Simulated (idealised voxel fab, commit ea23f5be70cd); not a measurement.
Process module under the name voxel gate over fins
The cross-section on display is named cut; it measures 255 nm wide, and its cells are 5 nm squares.
Think of the cross-section as a grid of square cells. We describe it in bands, top to bottom, and each band covers one or more rows of those cells. First you get the band's top height and its bottom height, in nm, and then the materials it's made of, left to right, with each width in nm. If you see a single material with "edge to edge", that one covers the band edge to edge. "empty" is empty space. Height datum 0, below which the as-received substrate wafer is one material. Lowest band open at the bottom, running downward: "0 -> down". Think of "30 to 40" as a width that walks from the first number to the second as you go down the band, top row to bottom row, taking equal-sized steps from row to row. Step marked "identical to before"? Then no cell in the cross-section changed in it. "Closed void list" lists enclosed empty spaces (at least 8 cells, no open path upward to the top), each as width x height at distance from the left edge, in nm. Step line, after settings: the simulator's comment on this step. You can add "overlay nm" to a step's line. For a step with a mask, it describes how far the mask lay to the right of its planned position, and a negative number describes a lay to the left.
## The following list gives the planned process steps
1,RECEIVE: material Si
2,CONFORMAL_DEP: material SiN, thk nm 10
3,MASKED_ETCH: tone cover, mask id FINS, width nm 15, pitch nm 50, etch materials SiN, depth nm 10, overlay nm 0
4,MASKED_ETCH: tone cover, mask id FINS, width nm 15, pitch nm 50, etch materials Si, depth nm 35, overlay nm 0
5,OXIDIZE: depth nm 5
6,FILL_DEP: material SiO2, thk nm 15
7,CMP: height nm 10
8,DIRECTIONAL_DEP: material aC, thk nm 10
9,PATTERN: tone open, mask id RAIL, material resist, width nm 15, thk nm 30, overlay nm 0
10,DIRECTIONAL_ETCH: etch materials aC, depth nm 10
11,STRIP: etch materials resist
12,DIRECTIONAL_ETCH: etch materials SiO2, depth nm 40
13,STRIP: etch materials aC
14,CONFORMAL_DEP: material TiN, thk nm 5
15,FILL_DEP: material W, thk nm 10
16,CMP: height nm 10
17,SELECTIVE_ETCH: etch materials W Ru TiN, depth nm 30
18,FILL_DEP: material SiO2, thk nm 5
19,CMP: height nm 10
20,SELECTIVE_ETCH: etch materials SiO2, depth nm 20
21,STRIP: etch materials SiN
22,CONFORMAL_DEP: material HfO2, thk nm 5
23,CONFORMAL_DEP: material TiN, thk nm 5
24,CONFORMAL_DEP: material TiAl, thk nm 5
25,CONFORMAL_DEP: material TiN, thk nm 5
26,FILL_DEP: material W, thk nm 15
27,CMP: height nm 30
28,CONFORMAL_DEP: material SiN, thk nm 5
## Incoming wafer in cross-section (state: after step 1)
- 0 -> down: Si edge to edge
- Closed void list: none
## The cross-section shown corresponds to the wafer at the conclusion of the module. The initial structure and the process plan are those presented above; however, one mistake occurred in executing the plan
- 35 -> 30: SiN edge to edge
- 30 -> 20: W edge to edge
- 20 -> 15: W=70  TiN=45  W=5  TiN=45  W=90
- 15 -> 10: W=70  TiN=5  TiAl=35  TiN=15  TiAl=35  TiN=15  W=80
- 10 -> 5: TiN=75  TiAl=5  TiN=25  TiAl=15  TiN=5  TiAl=5  TiN=25  TiAl=15  TiN=85
- 5 -> 0: TiAl=80  TiN=5  HfO2=15  TiN=15  TiAl=15  TiN=5  HfO2=15  TiN=15  TiAl=90
- 0 -> -5: TiN=85  HfO2=5  Si=5  HfO2=15  TiN=25  HfO2=5  Si=5  HfO2=15  TiN=95
- -5 -> -10: HfO2=90  Si=15  HfO2=35  Si=15  HfO2=100
- -10 -> -20: SiO2=90  Si=15  SiO2=35  Si=15  SiO2=100
- -20 -> -25: SiO2=90  Si=15  SiO2=15  TiN=5  W=5  TiN=5  SiO2=5  Si=15  SiO2=100
- -25 -> -30: SiO2=90  Si=15  SiO2=15  TiN=15  SiO2=5  Si=15  SiO2=100
- -30 -> -40: SiO2=90  Si=15  SiO2=35  Si=15  SiO2=100
- -40 -> down: Si edge to edge
- Closed void list: none
Misprocessing identified: step 3 changed vs plan, executed as MASKED_ETCH: tone cover, mask id FINS, width nm 15, pitch nm 50, etch materials SiN, depth nm 10, overlay nm -10
